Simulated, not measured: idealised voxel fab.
Presented below is a process module, voxel spacer lines.
This is section cut - it's 245 nm across, gridded in 5 nm square cells.
A cross-section in this document is a grid of square cells, and it is written down as bands, the top band listed before the ones below it; a band is made up of one or more rows of cells.
Quick guide to a band line: top height, bottom height (nm) up front; then every material left to right with its width in nm. Only one material and it's marked "throughout"? Then it fills the band edge to edge. And "empty" just means empty space.
Measure heights from 0. That's the level where, below it, the as-received wafer is all one material. The lowest band is bottomless and extends downward; write it as in "0 and below".
With a width like "30 to 40", each row of cells in the band differs from the next by the same amount, the top row carrying the first number and the bottom row the second.
Step marked "nothing got changed"? Then no cell in the cross-section changed in it.
Closed void entries: empty space of 8 cells or more with no open way to the top, each as width x height at its distance from the left edge, in nm
after a step's settings: what the simulator itself notes on the step
When a step includes a mask, the "overlay nm" setting on its line states how far to the right of its planned place that mask lay, and negative values state how far to the left.

**Process steps (planned)**
1: RECEIVE (material Si)
2: CONFORMAL_DEP (material Al2O3; thk nm 10)
3: DIRECTIONAL_DEP (material TiN; thk nm 10)
4: DIRECTIONAL_DEP (material aC; thk nm 20)
5: PATTERN (tone cover; mask id MANDREL; material resist; width nm 20; pitch nm 70; thk nm 30; overlay nm 0)
6: DIRECTIONAL_ETCH (etch materials aC; depth nm 20)
7: STRIP (etch materials resist)
8: CONFORMAL_DEP (material SiO2; thk nm 15)
9: DIRECTIONAL_ETCH (etch materials SiO2; depth nm 15)
10: STRIP (etch materials aC)
11: DIRECTIONAL_ETCH (etch materials TiN; depth nm 10)
12: STRIP (etch materials SiO2)

**Of two wafers, the first: run according to plan**

**Cross-section of the wafer at receipt, which is the condition after step 1**
	0 and below | Si throughout
	Closed void entries: none

**Cross-section through the wafer, step 2 finished**
	10 down to 0 | Al2O3 throughout
	Below 0, the layers are the same as they were.

**Cross-section through the wafer, step 3 finished**
	20 down to 10 | TiN throughout
	Below 10, the layers are the same as they were.

**Cross-section through the wafer, step 4 finished**
	40 down to 20 | aC throughout
	Below 20, the layers are the same as they were.

**Cross-section through the wafer, step 5 finished**
	70 down to 40 | empty 40 nm; resist 20 nm; empty 50 nm; resist 20 nm; empty 50 nm; resist 20 nm; empty 45 nm
	Below 40, the layers are the same as they were.

**Cross-section through the wafer, step 6 finished**
	50 down to 40 | empty 40 nm; resist 20 nm; empty 50 nm; resist 20 nm; empty 50 nm; resist 20 nm; empty 45 nm
	40 down to 20 | empty 40 nm; aC 20 nm; empty 50 nm; aC 20 nm; empty 50 nm; aC 20 nm; empty 45 nm
	Below 20, the layers are the same as they were.

**Cross-section through the wafer, step 7 finished**
	40 down to 20 | empty 40 nm; aC 20 nm; empty 50 nm; aC 20 nm; empty 50 nm; aC 20 nm; empty 45 nm
	Below 20, the layers are the same as they were.

**Cross-section through the wafer, step 8 finished**
	55 down to 40 | empty 25 nm; SiO2 50 nm; empty 20 nm; SiO2 50 nm; empty 20 nm; SiO2 50 nm; empty 30 nm
	40 down to 35 | empty 25 nm; SiO2 15 nm; aC 20 nm; SiO2 15 nm; empty 20 nm; SiO2 15 nm; aC 20 nm; SiO2 15 nm; empty 20 nm; SiO2 15 nm; aC 20 nm; SiO2 15 nm; empty 30 nm
	35 down to 20 | SiO2 40 nm; aC 20 nm; SiO2 50 nm; aC 20 nm; SiO2 50 nm; aC 20 nm; SiO2 45 nm
	Below 20, the layers are the same as they were.

**Cross-section through the wafer, step 9 finished**
	40 down to 20 | empty 25 nm; SiO2 15 nm; aC 20 nm; SiO2 15 nm; empty 20 nm; SiO2 15 nm; aC 20 nm; SiO2 15 nm; empty 20 nm; SiO2 15 nm; aC 20 nm; SiO2 15 nm; empty 30 nm
	Below 20, the layers are the same as they were.

**Cross-section through the wafer, step 10 finished**
	40 down to 20 | empty 25 nm; SiO2 15 nm; empty 20 nm; SiO2 15 nm; empty 20 nm; SiO2 15 nm; empty 20 nm; SiO2 15 nm; empty 20 nm; SiO2 15 nm; empty 20 nm; SiO2 15 nm; empty 30 nm
	Below 20, the layers are the same as they were.

**Cross-section through the wafer, step 11 finished**
	40 down to 20 | empty 25 nm; SiO2 15 nm; empty 20 nm; SiO2 15 nm; empty 20 nm; SiO2 15 nm; empty 20 nm; SiO2 15 nm; empty 20 nm; SiO2 15 nm; empty 20 nm; SiO2 15 nm; empty 30 nm
	20 down to 10 | empty 25 nm; TiN 15 nm; empty 20 nm; TiN 15 nm; empty 20 nm; TiN 15 nm; empty 20 nm; TiN 15 nm; empty 20 nm; TiN 15 nm; empty 20 nm; TiN 15 nm; empty 30 nm
	Below 10, the layers are the same as they were.

**Cross-section through the wafer, step 12 finished**
	20 down to 10 | empty 25 nm; TiN 15 nm; empty 20 nm; TiN 15 nm; empty 20 nm; TiN 15 nm; empty 20 nm; TiN 15 nm; empty 20 nm; TiN 15 nm; empty 20 nm; TiN 15 nm; empty 30 nm
	Below 10, the layers are the same as they were.

**It is to be noted that the second wafer proceeded from the same initial state and according to the same plan as the first, although one mistake was committed in its execution; through step 4, inclusive, the two wafers share an identical history**

**The second wafer cut through, at the time step 5 was supposed to be finished**
	70 down to 40 | empty 35 nm; resist 20 nm; empty 50 nm; resist 20 nm; empty 50 nm; resist 20 nm; empty 50 nm
	Below 40, the layers are the same as they were.

**The second wafer cut through, at the time step 6 was supposed to be finished**
	50 down to 40 | empty 35 nm; resist 20 nm; empty 50 nm; resist 20 nm; empty 50 nm; resist 20 nm; empty 50 nm
	40 down to 20 | empty 35 nm; aC 20 nm; empty 50 nm; aC 20 nm; empty 50 nm; aC 20 nm; empty 50 nm
	Below 20, the layers are the same as they were.

**The second wafer cut through, at the time step 7 was supposed to be finished**
	40 down to 20 | empty 35 nm; aC 20 nm; empty 50 nm; aC 20 nm; empty 50 nm; aC 20 nm; empty 50 nm
	Below 20, the layers are the same as they were.

**The second wafer cut through, at the time step 8 was supposed to be finished**
	55 down to 40 | empty 20 nm; SiO2 50 nm; empty 20 nm; SiO2 50 nm; empty 20 nm; SiO2 50 nm; empty 35 nm
	40 down to 35 | empty 20 nm; SiO2 15 nm; aC 20 nm; SiO2 15 nm; empty 20 nm; SiO2 15 nm; aC 20 nm; SiO2 15 nm; empty 20 nm; SiO2 15 nm; aC 20 nm; SiO2 15 nm; empty 35 nm
	35 down to 20 | SiO2 35 nm; aC 20 nm; SiO2 50 nm; aC 20 nm; SiO2 50 nm; aC 20 nm; SiO2 50 nm
	Below 20, the layers are the same as they were.

**The second wafer cut through, at the time step 9 was supposed to be finished**
	40 down to 20 | empty 20 nm; SiO2 15 nm; aC 20 nm; SiO2 15 nm; empty 20 nm; SiO2 15 nm; aC 20 nm; SiO2 15 nm; empty 20 nm; SiO2 15 nm; aC 20 nm; SiO2 15 nm; empty 35 nm
	Below 20, the layers are the same as they were.

**The second wafer cut through, at the time step 10 was supposed to be finished**
	40 down to 20 | empty 20 nm; SiO2 15 nm; empty 20 nm; SiO2 15 nm; empty 20 nm; SiO2 15 nm; empty 20 nm; SiO2 15 nm; empty 20 nm; SiO2 15 nm; empty 20 nm; SiO2 15 nm; empty 35 nm
	Below 20, the layers are the same as they were.

**The second wafer cut through, at the time step 11 was supposed to be finished**
	40 down to 20 | empty 20 nm; SiO2 15 nm; empty 20 nm; SiO2 15 nm; empty 20 nm; SiO2 15 nm; empty 20 nm; SiO2 15 nm; empty 20 nm; SiO2 15 nm; empty 20 nm; SiO2 15 nm; empty 35 nm
	20 down to 10 | empty 20 nm; TiN 15 nm; empty 20 nm; TiN 15 nm; empty 20 nm; TiN 15 nm; empty 20 nm; TiN 15 nm; empty 20 nm; TiN 15 nm; empty 20 nm; TiN 15 nm; empty 35 nm
	Below 10, the layers are the same as they were.

**The second wafer cut through, at the time step 12 was supposed to be finished**
	20 down to 10 | empty 20 nm; TiN 15 nm; empty 20 nm; TiN 15 nm; empty 20 nm; TiN 15 nm; empty 20 nm; TiN 15 nm; empty 20 nm; TiN 15 nm; empty 20 nm; TiN 15 nm; empty 35 nm
	Below 10, the layers are the same as they were.
Diagnosis: step 5 was not run as planned; what actually ran was PATTERN (tone cover; mask id MANDREL; material resist; width nm 20; pitch nm 70; thk nm 30; overlay nm -5)
At the end, each material covers as many cells on the second wafer as it does on the first, though the cells it covers are elsewhere.
